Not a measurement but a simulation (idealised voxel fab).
The document below concerns the process module designated voxel transistor to metal.
We display cut, a cross-section 155 nm in width whose square cells are each 5 nm.
Format of a cross-section: grid, square cells. Given as bands. Order: top down. Band: one or more rows of cells. Band: top height; bottom height; in nm. Then, left to right: material with width in nm, for each material. "edge to edge": a single material spanning edge to edge. "empty": empty space. All heights in this document are referenced to 0, defined as the level beneath which the wafer, as received, consists entirely of one material. The lowest band is not bounded below; it extends indefinitely downward and is written in the form "0 down". Read "30 to 40" as a graded width: first number on top, second number at the bottom, same change between each pair of neighbouring rows. Where a step carries "same as before", the cross-section came out of it unchanged, cell for cell. For the entry "Enclosed cavities", the listed items are empty spaces with no open way to the top whose size is 8 cells or more; each item follows the pattern width x height at distance, where distance is from the left edge and all three are in nm. On each step's line, the part that comes after the settings is the simulator's own comment on the step. overlay nm: where the mask lay relative to plan, measured to the right, on steps with a mask; negatives go left.

**The following list gives the planned process steps**
1. RECEIVE with material Si
2. CONFORMAL_DEP with material SiO2, thk nm 5
3. CONFORMAL_DEP with material SiN, thk nm 10
4. PATTERN with tone cover, mask id ACTIVE, material resist, width nm 100, thk nm 20, overlay nm 0
5. DIRECTIONAL_ETCH with etch materials SiN, depth nm 10
6. DIRECTIONAL_ETCH with etch materials SiO2, depth nm 5
7. DIRECTIONAL_ETCH with etch materials Si, depth nm 25
8. STRIP with etch materials resist
9. OXIDIZE with depth nm 5
10. FILL_DEP with material SiO2, thk nm 5
11. CMP with height nm 15
12. SELECTIVE_ETCH with etch materials SiO2, depth nm 5
13. STRIP with etch materials SiN
14. SELECTIVE_ETCH with etch materials SiO2, depth nm 5
15. OXIDIZE with depth nm 5
16. DIRECTIONAL_DEP with material polySi, thk nm 30
17. DIRECTIONAL_DEP with material SiCN, thk nm 15
18. MASKED_ETCH with tone cover, mask id GATE, width nm 20, etch materials SiCN, depth nm 25, overlay nm 0
19. MASKED_ETCH with tone cover, mask id GATE, width nm 20, etch materials polySi, depth nm 40, overlay nm 0
20. CONFORMAL_DEP with material SiN, thk nm 10
21. DIRECTIONAL_ETCH with etch materials SiN, depth nm 10
22. DIRECTIONAL_ETCH with etch materials SiO2, depth nm 5
23. EPI with material SiGe, thk nm 5
24. FILL_DEP with material SiO2, thk nm 10
25. CMP with height nm 45
26. DIRECTIONAL_DEP with material SiO2, thk nm 10
27. PATTERN with tone open, mask id CONTACT, material resist, width nm 15, pitch nm 65, thk nm 20, overlay nm 0
28. DIRECTIONAL_ETCH with etch materials SiO2, depth nm 55
29. STRIP with etch materials resist
30. CONFORMAL_DEP with material TiN, thk nm 5
31. FILL_DEP with material W, thk nm 5
32. CMP with height nm 55
33. DIRECTIONAL_DEP with material TiN, thk nm 5
34. DIRECTIONAL_DEP with material Ru, thk nm 20
35. PATTERN with tone cover, mask id METAL_1, material resist, width nm 15, pitch nm 65, thk nm 20, overlay nm 0
36. DIRECTIONAL_ETCH with etch materials Ru, depth nm 20
37. DIRECTIONAL_ETCH with etch materials TiN, depth nm 5
38. STRIP with etch materials resist
39. FILL_DEP with material SiO2, thk nm 10
40. CMP with height nm 80
41. CONFORMAL_DEP with material SiCN, thk nm 5
42. DIRECTIONAL_DEP with material lowk, thk nm 25
43. DIRECTIONAL_DEP with material aC, thk nm 10
44. PATTERN with tone open, mask id METAL_2, material resist, width nm 15, pitch nm 65, thk nm 30, overlay nm 0
45. DIRECTIONAL_ETCH with etch materials aC, depth nm 10
46. STRIP with etch materials resist
47. DIRECTIONAL_ETCH with etch materials lowk, depth nm 15
48. STRIP with etch materials aC
49. MASKED_ETCH with tone open, mask id METAL_2_HOLES, width nm 15, pitch nm 65, etch materials lowk, depth nm 10, overlay nm 0
50. MASKED_ETCH with tone open, mask id METAL_2_HOLES, width nm 15, pitch nm 65, etch materials SiCN, depth nm 5, overlay nm 0
51. CONFORMAL_DEP with material TiN, thk nm 5
52. FILL_DEP with material Cu, thk nm 10
53. CMP with height nm 110
54. CONFORMAL_DEP with material SiN, thk nm 5
Among the wafers covered here, the point of difference is the thk nm at step 54; their starting state is shared, and the plan presents the value of the first wafer.

**Cross-section of the first of several received wafers, showing its state after step 1**
* 0 down = Si edge to edge
* Enclosed cavities: none

**For your reference, the table is organized with a row per wafer; each row reflects the wafer at the end of the module, indicating for each material the cells gained (+) or lost (-) since receipt, and thereafter its closed voids**
thk nm 5; +10 Cu; +24 Ru; -96 Si; +37 SiCN; +10 SiGe; +71 SiN; +410 SiO2; +78 TiN; +20 W; +125 lowk; +24 polySi; Enclosed cavities: none
thk nm 10; +10 Cu; +24 Ru; -96 Si; +37 SiCN; +10 SiGe; +102 SiN; +410 SiO2; +78 TiN; +20 W; +125 lowk; +24 polySi; Enclosed cavities: none
thk nm 15; +10 Cu; +24 Ru; -96 Si; +37 SiCN; +10 SiGe; +133 SiN; +410 SiO2; +78 TiN; +20 W; +125 lowk; +24 polySi; Enclosed cavities: none
thk nm 20; +10 Cu; +24 Ru; -96 Si; +37 SiCN; +10 SiGe; +164 SiN; +410 SiO2; +78 TiN; +20 W; +125 lowk; +24 polySi; Enclosed cavities: none
